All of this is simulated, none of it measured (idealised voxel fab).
Process module under the name voxel capacitor over wiring
Cross-section cut: width 255 nm, square cells of 5 nm.
In this document a cross-section is written as a grid of square cells. It is given as a series of bands, listed from the top down, and a band is one or more rows of cells. The band entry comprises the height of the band's top followed by the height of its bottom, expressed in nm, and subsequently the band's materials from left to right, each stated together with its width in nm. Where a single material is marked with the word "edge to edge", that material fills the band from edge to edge. The word "blank" represents empty space. It should be noted that heights are counted from 0, beneath which the wafer as supplied is of one material throughout, and that the lowest band possesses no lower boundary but continues downward, as written in "0 -> down". With a width like "30 to 40", each row of cells in the band differs from the next by the same amount, the top row carrying the first number and the bottom row the second. What does "nothing got changed" mean for a step? It means no cell of the cross-section changed in that step. You'll see "Enclosed void entries" listing empty spaces that have no way open to the top, as long as they're 8 cells or more; the notation is width x height at distance, where the distance is from the left edge, and all of it is in nm. Past the settings on a step's line: simulator remark, on that step. Steps that use a mask can have "overlay nm" on their line. It says how far the mask sat to the right of where it was meant to be. Negative means to the left. Pairs, read this way: before one process step on the one hand, after it on the other, the after cross-section ending at the lowest band that changed; the step between, settings included, beneath. Same starting wafer throughout, but possibly different runs of this module, so no pair continues from the pair above unless its entry headed "Prior to step" says so.

[Prior to step]
> 70 -> 55 | resist (85), then blank (15), then resist (155)
> 55 -> 45 | lowk (85), then blank (15), then lowk (155)
> 45 -> 40 | SiCN (85), then blank (15), then SiCN (155)
> 40 -> 35 | SiCN (70), then Ru (30), then SiCN (50), then Ru (30), then SiCN (75)
> 35 -> 15 | SiO2 (75), then TiN (5), then Ru (10), then TiN (5), then SiO2 (60), then TiN (5), then Ru (10), then TiN (5), then SiO2 (80)
> 15 -> 10 | SiN (75), then TiN (20), then SiN (60), then TiN (20), then SiN (80)
> 10 -> 0 | SiO2 edge to edge
> 0 -> down | Si edge to edge
> Enclosed void entries: none

[Post-Step Geometry]
> 55 -> 45 | lowk (85), then blank (15), then lowk (155)
> Below a height of 45, the structure has not been altered.
> Enclosed void entries: none
Intermediate step for the cross-sections above: STRIP, etch materials resist

Prior to step: equal to the after panel directly above.

[Post-Step Geometry]
> 55 -> 50 | lowk (85), then blank (15), then lowk (155)
> 50 -> 45 | lowk (85), then Ru (15), then lowk (155)
> 45 -> 40 | SiCN (85), then Ru (15), then SiCN (155)
> Below a height of 40, the structure has not been altered.
> Enclosed void entries: none
Intermediate step for the cross-sections above: EPI, material Ru, thk nm 10

Prior to step: equal to the after panel directly above.

[Post-Step Geometry]
> 55 -> 45 | lowk (85), then Ru (15), then lowk (155)
> Below a height of 45, the structure has not been altered.
> Enclosed void entries: none
Intermediate step for the cross-sections above: EPI, material Ru, thk nm 5

Prior to step: equal to the after panel directly above.

[Post-Step Geometry]
> 60 -> 55 | TiN edge to edge
> Below a height of 55, the structure has not been altered.
> Enclosed void entries: none
Intermediate step for the cross-sections above: DIRECTIONAL_DEP, material TiN, thk nm 5

Prior to step: equal to the after panel directly above.

[Post-Step Geometry]
> 65 -> 60 | SiN edge to edge
> Below a height of 60, the structure has not been altered.
> Enclosed void entries: none
Intermediate step for the cross-sections above: DIRECTIONAL_DEP, material SiN, thk nm 5

Prior to step: equal to the after panel directly above.

[Post-Step Geometry]
> 75 -> 65 | TiN edge to edge
> Below a height of 65, the structure has not been altered.
> Enclosed void entries: none
Intermediate step for the cross-sections above: DIRECTIONAL_DEP, material TiN, thk nm 10

Prior to step: equal to the after panel directly above.

[Post-Step Geometry]
> 85 -> 75 | aC edge to edge
> Below a height of 75, the structure has not been altered.
> Enclosed void entries: none
Intermediate step for the cross-sections above: DIRECTIONAL_DEP, material aC, thk nm 10

Prior to step: equal to the after panel directly above.

[Post-Step Geometry]
> 110 -> 85 | blank (85), then resist (55), then blank (115)
> Below a height of 85, the structure has not been altered.
> Enclosed void entries: none
Intermediate step for the cross-sections above: PATTERN, tone cover, mask id UPPER_PLATE, material resist, width nm 55, thk nm 25, overlay nm 0

Prior to step: equal to the after panel directly above.

[Post-Step Geometry]
> 100 -> 85 | blank (85), then resist (55), then blank (115)
> 85 -> 75 | blank (85), then aC (55), then blank (115)
> Below a height of 75, the structure has not been altered.
> Enclosed void entries: none
Intermediate step for the cross-sections above: DIRECTIONAL_ETCH, etch materials aC, depth nm 10

Prior to step: equal to the after panel directly above.

[Post-Step Geometry]
> 85 -> 75 | blank (85), then aC (55), then blank (115)
> Below a height of 75, the structure has not been altered.
> Enclosed void entries: none
Intermediate step for the cross-sections above: STRIP, etch materials resist

Prior to step: equal to the after panel directly above.

[Post-Step Geometry]
> 85 -> 75 | blank (85), then aC (55), then blank (115)
> 75 -> 65 | blank (85), then TiN (55), then blank (115)
> Below a height of 65, the structure has not been altered.
> Enclosed void entries: none
Intermediate step for the cross-sections above: DIRECTIONAL_ETCH, etch materials TiN, depth nm 10

Prior to step: equal to the after panel directly above.

[Post-Step Geometry]
> 85 -> 75 | blank (85), then aC (55), then blank (115)
> 75 -> 65 | blank (85), then TiN (55), then blank (115)
> 65 -> 60 | blank (85), then SiN (55), then blank (115)
> Below a height of 60, the structure has not been altered.
> Enclosed void entries: none
Intermediate step for the cross-sections above: DIRECTIONAL_ETCH, etch materials SiN, depth nm 5

Prior to step: equal to the after panel directly above.

[Post-Step Geometry]
> 75 -> 65 | blank (85), then TiN (55), then blank (115)
> Below a height of 65, the structure has not been altered.
> Enclosed void entries: none
Intermediate step for the cross-sections above: STRIP, etch materials aC

Prior to step: equal to the after panel directly above.

[Post-Step Geometry]
> 95 -> 75 | blank (80), then resist (65), then blank (110)
> 75 -> 65 | blank (80), then resist (5), then TiN (55), then resist (5), then blank (110)
> 65 -> 60 | blank (80), then resist (5), then SiN (55), then resist (5), then blank (110)
> Below a height of 60, the structure has not been altered.
> Enclosed void entries: none
Intermediate step for the cross-sections above: PATTERN, tone cover, mask id LOWER_PLATE, material resist, width nm 65, thk nm 20, overlay nm 0

Prior to step: equal to the after panel directly above.

[Post-Step Geometry]
> 95 -> 75 | blank (80), then resist (65), then blank (110)
> 75 -> 65 | blank (80), then resist (5), then TiN (55), then resist (5), then blank (110)
> 65 -> 60 | blank (80), then resist (5), then SiN (55), then resist (5), then blank (110)
> 60 -> 55 | blank (80), then TiN (65), then blank (110)
> Below a height of 55, the structure has not been altered.
> Enclosed void entries: none
Intermediate step for the cross-sections above: DIRECTIONAL_ETCH, etch materials TiN, depth nm 5

Prior to step: equal to the after panel directly above.

[Post-Step Geometry]
> 75 -> 65 | blank (85), then TiN (55), then blank (115)
> 65 -> 60 | blank (85), then SiN (55), then blank (115)
> Below a height of 60, the structure has not been altered.
> Enclosed void entries: none
Intermediate step for the cross-sections above: STRIP, etch materials resist

Prior to step: equal to the after panel directly above.

[Post-Step Geometry]
> 90 -> 75 | SiO2 edge to edge
> 75 -> 65 | SiO2 (85), then TiN (55), then SiO2 (115)
> 65 -> 60 | SiO2 (85), then SiN (55), then SiO2 (115)
> 60 -> 55 | SiO2 (80), then TiN (65), then SiO2 (110)
> Below a height of 55, the structure has not been altered.
> Enclosed void entries: none
Intermediate step for the cross-sections above: FILL_DEP, material SiO2, thk nm 15

Prior to step: equal to the after panel directly above.

[Post-Step Geometry]
> 85 -> 75 | SiO2 edge to edge
> Below a height of 75, the structure has not been altered.
> Enclosed void entries: none
Intermediate step for the cross-sections above: CMP, height nm 85

Prior to step: equal to the after panel directly above.

[Post-Step Geometry]
> 95 -> 85 | aC edge to edge
> Below a height of 85, the structure has not been altered.
> Enclosed void entries: none
Intermediate step for the cross-sections above: DIRECTIONAL_DEP, material aC, thk nm 10

Prior to step: equal to the after panel directly above.

[Post-Step Geometry]
> 125 -> 95 | resist (95), then blank (15), then resist (145)
> Below a height of 95, the structure has not been altered.
> Enclosed void entries: none
Intermediate step for the cross-sections above: PATTERN, tone open, mask id PLUG_2, material resist, width nm 15, thk nm 30, overlay nm 0

Prior to step: equal to the after panel directly above.

[Post-Step Geometry]
> 115 -> 95 | resist (95), then blank (15), then resist (145)
> 95 -> 85 | aC (95), then blank (15), then aC (145)
> Below a height of 85, the structure has not been altered.
> Enclosed void entries: none
Intermediate step for the cross-sections above: DIRECTIONAL_ETCH, etch materials aC, depth nm 10

Prior to step: equal to the after panel directly above.

[Post-Step Geometry]
> 95 -> 85 | aC (95), then blank (15), then aC (145)
> Below a height of 85, the structure has not been altered.
> Enclosed void entries: none
Intermediate step for the cross-sections above: STRIP, etch materials resist

Prior to step: equal to the after panel directly above.

[Post-Step Geometry]
> 95 -> 85 | aC (95), then blank (15), then aC (145)
> 85 -> 75 | SiO2 (95), then blank (15), then SiO2 (145)
> Below a height of 75, the structure has not been altered.
> Enclosed void entries: none
Intermediate step for the cross-sections above: DIRECTIONAL_ETCH, etch materials SiO2, depth nm 10

Prior to step: equal to the after panel directly above.

[Post-Step Geometry]
> 85 -> 75 | SiO2 (95), then blank (15), then SiO2 (145)
> Below a height of 75, the structure has not been altered.
> Enclosed void entries: none
Intermediate step for the cross-sections above: STRIP, etch materials aC

Prior to step: equal to the after panel directly above.

[Post-Step Geometry]
> 90 -> 85 | TiN (100), then blank (5), then TiN (150)
> 85 -> 80 | SiO2 (95), then TiN (5), then blank (5), then TiN (5), then SiO2 (145)
> 80 -> 75 | SiO2 (95), then TiN (15), then SiO2 (145)
> Below a height of 75, the structure has not been altered.
> Enclosed void entries: none
Intermediate step for the cross-sections above: CONFORMAL_DEP, material TiN, thk nm 5

Prior to step: equal to the after panel directly above.

[Post-Step Geometry]
> 95 -> 90 | Ru edge to edge
> 90 -> 85 | TiN (100), then Ru (5), then TiN (150)
> 85 -> 80 | SiO2 (95), then TiN (5), then Ru (5), then TiN (5), then SiO2 (145)
> Below a height of 80, the structure has not been altered.
> Enclosed void entries: none
Intermediate step for the cross-sections above: FILL_DEP, material Ru, thk nm 5

Prior to step: equal to the after panel directly above.

[Post-Step Geometry]
> 85 -> 80 | SiO2 (95), then TiN (5), then Ru (5), then TiN (5), then SiO2 (145)
> Below a height of 80, the structure has not been altered.
> Enclosed void entries: none
Intermediate step for the cross-sections above: CMP, height nm 85

Prior to step: equal to the after panel directly above.

[Post-Step Geometry]
> 90 -> 85 | SiN edge to edge
> Below a height of 85, the structure has not been altered.
> Enclosed void entries: none
Intermediate step for the cross-sections above: CONFORMAL_DEP, material SiN, thk nm 5

[Prior to step]
> 35 -> 15 | SiO2 edge to edge
> 15 -> 10 | SiN edge to edge
> 10 -> 0 | SiO2 edge to edge
> 0 -> down | Si edge to edge
> Enclosed void entries: none

[Post-Step Geometry]
> 50 -> 35 | resist (60), then blank (30), then resist (50), then blank (30), then resist (85)
> Below a height of 35, the structure has not been altered.
> Enclosed void entries: none
Intermediate step for the cross-sections above: PATTERN, tone open, mask id METAL_1, material resist, width nm 30, pitch nm 80, thk nm 15, overlay nm -10

Prior to step: equal to the after panel directly above.

[Post-Step Geometry]
> 50 -> 35 | resist (60), then blank (30), then resist (50), then blank (30), then resist (85)
> 35 -> 15 | SiO2 (60), then blank (30), then SiO2 (50), then blank (30), then SiO2 (85)
> Below a height of 15, the structure has not been altered.
> Enclosed void entries: none
Intermediate step for the cross-sections above: DIRECTIONAL_ETCH, etch materials SiO2, depth nm 20

Prior to step: equal to the after panel directly above.

[Post-Step Geometry]
> 50 -> 35 | resist (60), then blank (30), then resist (50), then blank (30), then resist (85)
> 35 -> 15 | SiO2 (60), then blank (30), then SiO2 (50), then blank (30), then SiO2 (85)
> 15 -> 10 | SiN (60), then blank (30), then SiN (50), then blank (30), then SiN (85)
> Below a height of 10, the structure has not been altered.
> Enclosed void entries: none
Intermediate step for the cross-sections above: DIRECTIONAL_ETCH, etch materials SiN, depth nm 5

Prior to step: equal to the after panel directly above.

[Post-Step Geometry]
> 35 -> 15 | SiO2 (60), then blank (30), then SiO2 (50), then blank (30), then SiO2 (85)
> Below a height of 15, the structure has not been altered.
> Enclosed void entries: none
Intermediate step for the cross-sections above: STRIP, etch materials resist

Prior to step: equal to the after panel directly above.

[Post-Step Geometry]
> 40 -> 35 | TiN (65), then blank (20), then TiN (60), then blank (20), then TiN (90)
> 35 -> 15 | SiO2 (60), then TiN (5), then blank (20), then TiN (5), then SiO2 (50), then TiN (5), then blank (20), then TiN (5), then SiO2 (85)
> 15 -> 10 | SiN (60), then TiN (30), then SiN (50), then TiN (30), then SiN (85)
> Below a height of 10, the structure has not been altered.
> Enclosed void entries: none
Intermediate step for the cross-sections above: CONFORMAL_DEP, material TiN, thk nm 5

Prior to step: equal to the after panel directly above.

[Post-Step Geometry]
> 45 -> 40 | Ru edge to edge
> 40 -> 35 | TiN (65), then Ru (20), then TiN (60), then Ru (20), then TiN (90)
> 35 -> 15 | SiO2 (60), then TiN (5), then Ru (20), then TiN (5), then SiO2 (50), then TiN (5), then Ru (20), then TiN (5), then SiO2 (85)
> Below a height of 15, the structure has not been altered.
> Enclosed void entries: none
Intermediate step for the cross-sections above: FILL_DEP, material Ru, thk nm 5

Prior to step: equal to the after panel directly above.

[Post-Step Geometry]
> 35 -> 15 | SiO2 (60), then TiN (5), then Ru (20), then TiN (5), then SiO2 (50), then TiN (5), then Ru (20), then TiN (5), then SiO2 (85)
> Below a height of 15, the structure has not been altered.
> Enclosed void entries: none
Intermediate step for the cross-sections above: CMP, height nm 35

Prior to step: equal to the after panel directly above.

[Post-Step Geometry]
> 40 -> 35 | blank (55), then Ru (40), then blank (40), then Ru (40), then blank (80)
> Below a height of 35, the structure has not been altered.
> Enclosed void entries: none
Intermediate step for the cross-sections above: EPI, material Ru, thk nm 5

Prior to step: equal to the after panel directly above.

[Post-Step Geometry]
> 45 -> 40 | SiCN edge to edge
> 40 -> 35 | SiCN (55), then Ru (40), then SiCN (40), then Ru (40), then SiCN (80)
> Below a height of 35, the structure has not been altered.
> Enclosed void entries: none
Intermediate step for the cross-sections above: FILL_DEP, material SiCN, thk nm 5

Prior to step: equal to the after panel directly above.

[Post-Step Geometry]
> 55 -> 45 | lowk edge to edge
> Below a height of 45, the structure has not been altered.
> Enclosed void entries: none
Intermediate step for the cross-sections above: DIRECTIONAL_DEP, material lowk, thk nm 10

Prior to step: equal to the after panel directly above.

[Post-Step Geometry]
> 70 -> 55 | resist (85), then blank (15), then resist (155)
> Below a height of 55, the structure has not been altered.
> Enclosed void entries: none
Intermediate step for the cross-sections above: PATTERN, tone open, mask id PLUG_1, material resist, width nm 15, thk nm 15, overlay nm 0

Prior to step: equal to the after panel directly above.

[Post-Step Geometry]
> 70 -> 55 | resist (85), then blank (15), then resist (155)
> 55 -> 45 | lowk (85), then blank (15), then lowk (155)
> Below a height of 45, the structure has not been altered.
> Enclosed void entries: none
Intermediate step for the cross-sections above: DIRECTIONAL_ETCH, etch materials lowk, depth nm 10

Prior to step: equal to the after panel directly above.

[Post-Step Geometry]
> 70 -> 55 | resist (85), then blank (15), then resist (155)
> 55 -> 45 | lowk (85), then blank (15), then lowk (155)
> 45 -> 40 | SiCN (85), then blank (15), then SiCN (155)
> Below a height of 40, the structure has not been altered.
> Enclosed void entries: none
Intermediate step for the cross-sections above: DIRECTIONAL_ETCH, etch materials SiCN, depth nm 5

Prior to step: equal to the after panel directly above.

[Post-Step Geometry]
> 55 -> 45 | lowk (85), then blank (15), then lowk (155)
> Below a height of 45, the structure has not been altered.
> Enclosed void entries: none
Intermediate step for the cross-sections above: STRIP, etch materials resist

Prior to step: equal to the after panel directly above.

[Post-Step Geometry]
> 55 -> 50 | lowk (85), then blank (15), then lowk (155)
> 50 -> 45 | lowk (85), then Ru (15), then lowk (155)
> 45 -> 40 | SiCN (85), then Ru (15), then SiCN (155)
> Below a height of 40, the structure has not been altered.
> Enclosed void entries: none
Intermediate step for the cross-sections above: EPI, material Ru, thk nm 10

Prior to step: equal to the after panel directly above.

[Post-Step Geometry]
> 55 -> 45 | lowk (85), then Ru (15), then lowk (155)
> Below a height of 45, the structure has not been altered.
> Enclosed void entries: none
Intermediate step for the cross-sections above: EPI, material Ru, thk nm 5

Prior to step: equal to the after panel directly above.

[Post-Step Geometry]
> 60 -> 55 | TiN edge to edge
> Below a height of 55, the structure has not been altered.
> Enclosed void entries: none
Intermediate step for the cross-sections above: DIRECTIONAL_DEP, material TiN, thk nm 5

Prior to step: equal to the after panel directly above.

[Post-Step Geometry]
> 65 -> 60 | SiN edge to edge
> Below a height of 60, the structure has not been altered.
> Enclosed void entries: none
Intermediate step for the cross-sections above: DIRECTIONAL_DEP, material SiN, thk nm 5

Prior to step: equal to the after panel directly above.

[Post-Step Geometry]
> 75 -> 65 | TiN edge to edge
> Below a height of 65, the structure has not been altered.
> Enclosed void entries: none
Intermediate step for the cross-sections above: DIRECTIONAL_DEP, material TiN, thk nm 10

Prior to step: equal to the after panel directly above.

[Post-Step Geometry]
> 85 -> 75 | aC edge to edge
> Below a height of 75, the structure has not been altered.
> Enclosed void entries: none
Intermediate step for the cross-sections above: DIRECTIONAL_DEP, material aC, thk nm 10

Prior to step: equal to the after panel directly above.

[Post-Step Geometry]
> 110 -> 85 | blank (85), then resist (55), then blank (115)
> Below a height of 85, the structure has not been altered.
> Enclosed void entries: none
Intermediate step for the cross-sections above: PATTERN, tone cover, mask id UPPER_PLATE, material resist, width nm 55, thk nm 25, overlay nm 0

Prior to step: equal to the after panel directly above.

[Post-Step Geometry]
> 100 -> 85 | blank (85), then resist (55), then blank (115)
> 85 -> 75 | blank (85), then aC (55), then blank (115)
> Below a height of 75, the structure has not been altered.
> Enclosed void entries: none
Intermediate step for the cross-sections above: DIRECTIONAL_ETCH, etch materials aC, depth nm 10

Prior to step: equal to the after panel directly above.

[Post-Step Geometry]
> 85 -> 75 | blank (85), then aC (55), then blank (115)
> Below a height of 75, the structure has not been altered.
> Enclosed void entries: none
Intermediate step for the cross-sections above: STRIP, etch materials resist

Prior to step: equal to the after panel directly above.

[Post-Step Geometry]
> 85 -> 75 | blank (85), then aC (55), then blank (115)
> 75 -> 65 | blank (85), then TiN (55), then blank (115)
> Below a height of 65, the structure has not been altered.
> Enclosed void entries: none
Intermediate step for the cross-sections above: DIRECTIONAL_ETCH, etch materials TiN, depth nm 10

Prior to step: equal to the after panel directly above.

[Post-Step Geometry]
> 85 -> 75 | blank (85), then aC (55), then blank (115)
> 75 -> 65 | blank (85), then TiN (55), then blank (115)
> 65 -> 60 | blank (85), then SiN (55), then blank (115)
> Below a height of 60, the structure has not been altered.
> Enclosed void entries: none
Intermediate step for the cross-sections above: DIRECTIONAL_ETCH, etch materials SiN, depth nm 5

Prior to step: equal to the after panel directly above.

[Post-Step Geometry]
> 75 -> 65 | blank (85), then TiN (55), then blank (115)
> Below a height of 65, the structure has not been altered.
> Enclosed void entries: none
Intermediate step for the cross-sections above: STRIP, etch materials aC

Prior to step: equal to the after panel directly above.

[Post-Step Geometry]
> 95 -> 75 | blank (80), then resist (65), then blank (110)
> 75 -> 65 | blank (80), then resist (5), then TiN (55), then resist (5), then blank (110)
> 65 -> 60 | blank (80), then resist (5), then SiN (55), then resist (5), then blank (110)
> Below a height of 60, the structure has not been altered.
> Enclosed void entries: none
Intermediate step for the cross-sections above: PATTERN, tone cover, mask id LOWER_PLATE, material resist, width nm 65, thk nm 20, overlay nm 0

Prior to step: equal to the after panel directly above.

[Post-Step Geometry]
> 95 -> 75 | blank (80), then resist (65), then blank (110)
> 75 -> 65 | blank (80), then resist (5), then TiN (55), then resist (5), then blank (110)
> 65 -> 60 | blank (80), then resist (5), then SiN (55), then resist (5), then blank (110)
> 60 -> 55 | blank (80), then TiN (65), then blank (110)
> Below a height of 55, the structure has not been altered.
> Enclosed void entries: none
Intermediate step for the cross-sections above: DIRECTIONAL_ETCH, etch materials TiN, depth nm 5

Prior to step: equal to the after panel directly above.

[Post-Step Geometry]
> 75 -> 65 | blank (85), then TiN (55), then blank (115)
> 65 -> 60 | blank (85), then SiN (55), then blank (115)
> Below a height of 60, the structure has not been altered.
> Enclosed void entries: none
Intermediate step for the cross-sections above: STRIP, etch materials resist

Prior to step: equal to the after panel directly above.

[Post-Step Geometry]
> 90 -> 75 | SiO2 edge to edge
> 75 -> 65 | SiO2 (85), then TiN (55), then SiO2 (115)
> 65 -> 60 | SiO2 (85), then SiN (55), then SiO2 (115)
> 60 -> 55 | SiO2 (80), then TiN (65), then SiO2 (110)
> Below a height of 55, the structure has not been altered.
> Enclosed void entries: none
Intermediate step for the cross-sections above: FILL_DEP, material SiO2, thk nm 15

Prior to step: equal to the after panel directly above.

[Post-Step Geometry]
> 85 -> 75 | SiO2 edge to edge
> Below a height of 75, the structure has not been altered.
> Enclosed void entries: none
Intermediate step for the cross-sections above: CMP, height nm 85

Prior to step: equal to the after panel directly above.

[Post-Step Geometry]
> 95 -> 85 | aC edge to edge
> Below a height of 85, the structure has not been altered.
> Enclosed void entries: none
Intermediate step for the cross-sections above: DIRECTIONAL_DEP, material aC, thk nm 10

Prior to step: equal to the after panel directly above.

[Post-Step Geometry]
> 125 -> 95 | resist (95), then blank (15), then resist (145)
> Below a height of 95, the structure has not been altered.
> Enclosed void entries: none
Intermediate step for the cross-sections above: PATTERN, tone open, mask id PLUG_2, material resist, width nm 15, thk nm 30, overlay nm 0

Prior to step: equal to the after panel directly above.

[Post-Step Geometry]
> 115 -> 95 | resist (95), then blank (15), then resist (145)
> 95 -> 85 | aC (95), then blank (15), then aC (145)
> Below a height of 85, the structure has not been altered.
> Enclosed void entries: none
Intermediate step for the cross-sections above: DIRECTIONAL_ETCH, etch materials aC, depth nm 10

Prior to step: equal to the after panel directly above.

[Post-Step Geometry]
> 95 -> 85 | aC (95), then blank (15), then aC (145)
> Below a height of 85, the structure has not been altered.
> Enclosed void entries: none
Intermediate step for the cross-sections above: STRIP, etch materials resist

Prior to step: equal to the after panel directly above.

[Post-Step Geometry]
> 95 -> 85 | aC (95), then blank (15), then aC (145)
> 85 -> 75 | SiO2 (95), then blank (15), then SiO2 (145)
> Below a height of 75, the structure has not been altered.
> Enclosed void entries: none
Intermediate step for the cross-sections above: DIRECTIONAL_ETCH, etch materials SiO2, depth nm 10

Prior to step: equal to the after panel directly above.

[Post-Step Geometry]
> 85 -> 75 | SiO2 (95), then blank (15), then SiO2 (145)
> Below a height of 75, the structure has not been altered.
> Enclosed void entries: none
Intermediate step for the cross-sections above: STRIP, etch materials aC

Prior to step: equal to the after panel directly above.

[Post-Step Geometry]
> 90 -> 85 | TiN (100), then blank (5), then TiN (150)
> 85 -> 80 | SiO2 (95), then TiN (5), then blank (5), then TiN (5), then SiO2 (145)
> 80 -> 75 | SiO2 (95), then TiN (15), then SiO2 (145)
> Below a height of 75, the structure has not been altered.
> Enclosed void entries: none
Intermediate step for the cross-sections above: CONFORMAL_DEP, material TiN, thk nm 5

Prior to step: equal to the after panel directly above.

[Post-Step Geometry]
> 95 -> 90 | Ru edge to edge
> 90 -> 85 | TiN (100), then Ru (5), then TiN (150)
> 85 -> 80 | SiO2 (95), then TiN (5), then Ru (5), then TiN (5), then SiO2 (145)
> Below a height of 80, the structure has not been altered.
> Enclosed void entries: none
Intermediate step for the cross-sections above: FILL_DEP, material Ru, thk nm 5

Prior to step: equal to the after panel directly above.

[Post-Step Geometry]
> 85 -> 80 | SiO2 (95), then TiN (5), then Ru (5), then TiN (5), then SiO2 (145)
> Below a height of 80, the structure has not been altered.
> Enclosed void entries: none
Intermediate step for the cross-sections above: CMP, height nm 85

Prior to step: equal to the after panel directly above.

[Post-Step Geometry]
> 90 -> 85 | SiN edge to edge
> Below a height of 85, the structure has not been altered.
> Enclosed void entries: none
Intermediate step for the cross-sections above: CONFORMAL_DEP, material SiN, thk nm 5

[Prior to step]
> 85 -> 75 | SiO2 (95), then blank (15), then SiO2 (145)
> 75 -> 65 | SiO2 (85), then TiN (55), then SiO2 (115)
> 65 -> 60 | SiO2 (85), then SiN (55), then SiO2 (115)
> 60 -> 55 | SiO2 (80), then TiN (65), then SiO2 (110)
> 55 -> 45 | lowk (85), then Ru (15), then lowk (155)
> 45 -> 40 | SiCN (85), then Ru (15), then SiCN (155)
> 40 -> 35 | SiCN (65), then Ru (40), then SiCN (40), then Ru (40), then SiCN (70)
> 35 -> 15 | SiO2 (70), then TiN (5), then Ru (20), then TiN (5), then SiO2 (50), then TiN (5), then Ru (20), then TiN (5), then SiO2 (75)
> 15 -> 10 | SiN (70), then TiN (30), then SiN (50), then TiN (30), then SiN (75)
> 10 -> 0 | SiO2 edge to edge
> 0 -> down | Si edge to edge
> Enclosed void entries: none

[Post-Step Geometry]
> 90 -> 85 | SiCN (100), then blank (5), then SiCN (150)
> 85 -> 80 | SiO2 (95), then SiCN (5), then blank (5), then SiCN (5), then SiO2 (145)
> 80 -> 75 | SiO2 (95), then SiCN (15), then SiO2 (145)
> Below a height of 75, the structure has not been altered.
> Enclosed void entries: none
Intermediate step for the cross-sections above: CONFORMAL_DEP, material SiCN, thk nm 5

Prior to step: equal to the after panel directly above.

[Post-Step Geometry]
> 95 -> 90 | Ru edge to edge
> 90 -> 85 | SiCN (100), then Ru (5), then SiCN (150)
> 85 -> 80 | SiO2 (95), then SiCN (5), then Ru (5), then SiCN (5), then SiO2 (145)
> Below a height of 80, the structure has not been altered.
> Enclosed void entries: none
Intermediate step for the cross-sections above: FILL_DEP, material Ru, thk nm 5

Prior to step: equal to the after panel directly above.

[Post-Step Geometry]
> 85 -> 80 | SiO2 (95), then SiCN (5), then Ru (5), then SiCN (5), then SiO2 (145)
> Below a height of 80, the structure has not been altered.
> Enclosed void entries: none
Intermediate step for the cross-sections above: CMP, height nm 85

Prior to step: equal to the after panel directly above.

[Post-Step Geometry]
> 90 -> 85 | SiN edge to edge
> Below a height of 85, the structure has not been altered.
> Enclosed void entries: none
Intermediate step for the cross-sections above: CONFORMAL_DEP, material SiN, thk nm 5

[Prior to step]
> 55 -> 45 | lowk edge to edge
> 45 -> 40 | SiCN edge to edge
> 40 -> 35 | SiCN (65), then Ru (40), then SiCN (40), then Ru (40), then SiCN (70)
> 35 -> 15 | SiO2 (70), then TiN (5), then Ru (20), then TiN (5), then SiO2 (50), then TiN (5), then Ru (20), then TiN (5), then SiO2 (75)
> 15 -> 10 | SiN (70), then TiN (30), then SiN (50), then TiN (30), then SiN (75)
> 10 -> 0 | SiO2 edge to edge
> 0 -> down | Si edge to edge
> Enclosed void entries: none

[Post-Step Geometry]
> 70 -> 55 | blank (85), then resist (15), then blank (155)
> Below a height of 55, the structure has not been altered.
> Enclosed void entries: none
Intermediate step for the cross-sections above: PATTERN, tone cover, mask id PLUG_1, material resist, width nm 15, thk nm 15, overlay nm 0

Prior to step: equal to the after panel directly above.

[Post-Step Geometry]
> 70 -> 55 | blank (85), then resist (15), then blank (155)
> 55 -> 45 | blank (85), then lowk (15), then blank (155)
> Below a height of 45, the structure has not been altered.
> Enclosed void entries: none
Intermediate step for the cross-sections above: DIRECTIONAL_ETCH, etch materials lowk, depth nm 10

Prior to step: equal to the after panel directly above.

[Post-Step Geometry]
> 70 -> 55 | blank (85), then resist (15), then blank (155)
> 55 -> 45 | blank (85), then lowk (15), then blank (155)
> 45 -> 40 | blank (85), then SiCN (15), then blank (155)
> Below a height of 40, the structure has not been altered.
> Enclosed void entries: none
Intermediate step for the cross-sections above: DIRECTIONAL_ETCH, etch materials SiCN, depth nm 5

Prior to step: equal to the after panel directly above.

[Post-Step Geometry]
> 55 -> 45 | blank (85), then lowk (15), then blank (155)
> Below a height of 45, the structure has not been altered.
> Enclosed void entries: none
Intermediate step for the cross-sections above: STRIP, etch materials resist

Prior to step: equal to the after panel directly above.

[Post-Step Geometry]
> 55 -> 50 | blank (85), then lowk (15), then blank (155)
> 50 -> 45 | blank (55), then Ru (30), then lowk (15), then Ru (15), then blank (20), then Ru (60), then blank (60)
> 45 -> 40 | blank (55), then Ru (30), then SiCN (15), then Ru (15), then blank (20), then Ru (60), then blank (60)
> Below a height of 40, the structure has not been altered.
> Enclosed void entries: none
Intermediate step for the cross-sections above: EPI, material Ru, thk nm 10

Prior to step: equal to the after panel directly above.

[Post-Step Geometry]
> 55 -> 45 | blank (50), then Ru (35), then lowk (15), then Ru (20), then blank (10), then Ru (70), then blank (55)
> 45 -> 40 | blank (50), then Ru (35), then SiCN (15), then Ru (20), then blank (10), then Ru (70), then blank (55)
> Below a height of 40, the structure has not been altered.
> Enclosed void entries: none
Intermediate step for the cross-sections above: EPI, material Ru, thk nm 5

Prior to step: equal to the after panel directly above.

[Post-Step Geometry]
> 60 -> 55 | blank (50), then TiN (70), then blank (10), then TiN (70), then blank (55)
> 55 -> 45 | blank (50), then Ru (35), then lowk (15), then Ru (20), then blank (10), then Ru (70), then blank (55)
> 45 -> 40 | TiN (50), then Ru (35), then SiCN (15), then Ru (20), then TiN (10), then Ru (70), then TiN (55)
> Below a height of 40, the structure has not been altered.
> Enclosed void entries: none
Intermediate step for the cross-sections above: DIRECTIONAL_DEP, material TiN, thk nm 5

Prior to step: equal to the after panel directly above.

[Post-Step Geometry]
> 65 -> 60 | blank (50), then SiN (70), then blank (10), then SiN (70), then blank (55)
> 60 -> 55 | blank (50), then TiN (70), then blank (10), then TiN (70), then blank (55)
> 55 -> 50 | blank (50), then Ru (35), then lowk (15), then Ru (20), then blank (10), then Ru (70), then blank (55)
> 50 -> 45 | SiN (50), then Ru (35), then lowk (15), then Ru (20), then SiN (10), then Ru (70), then SiN (55)
> Below a height of 45, the structure has not been altered.
> Enclosed void entries: none
Intermediate step for the cross-sections above: DIRECTIONAL_DEP, material SiN, thk nm 5

Prior to step: equal to the after panel directly above.

[Post-Step Geometry]
> 75 -> 65 | blank (50), then TiN (70), then blank (10), then TiN (70), then blank (55)
> 65 -> 60 | blank (50), then SiN (70), then blank (10), then SiN (70), then blank (55)
> 60 -> 55 | TiN edge to edge
> 55 -> 50 | TiN (50), then Ru (35), then lowk (15), then Ru (20), then TiN (10), then Ru (70), then TiN (55)
> Below a height of 50, the structure has not been altered.
> Enclosed void entries: none
Intermediate step for the cross-sections above: DIRECTIONAL_DEP, material TiN, thk nm 10
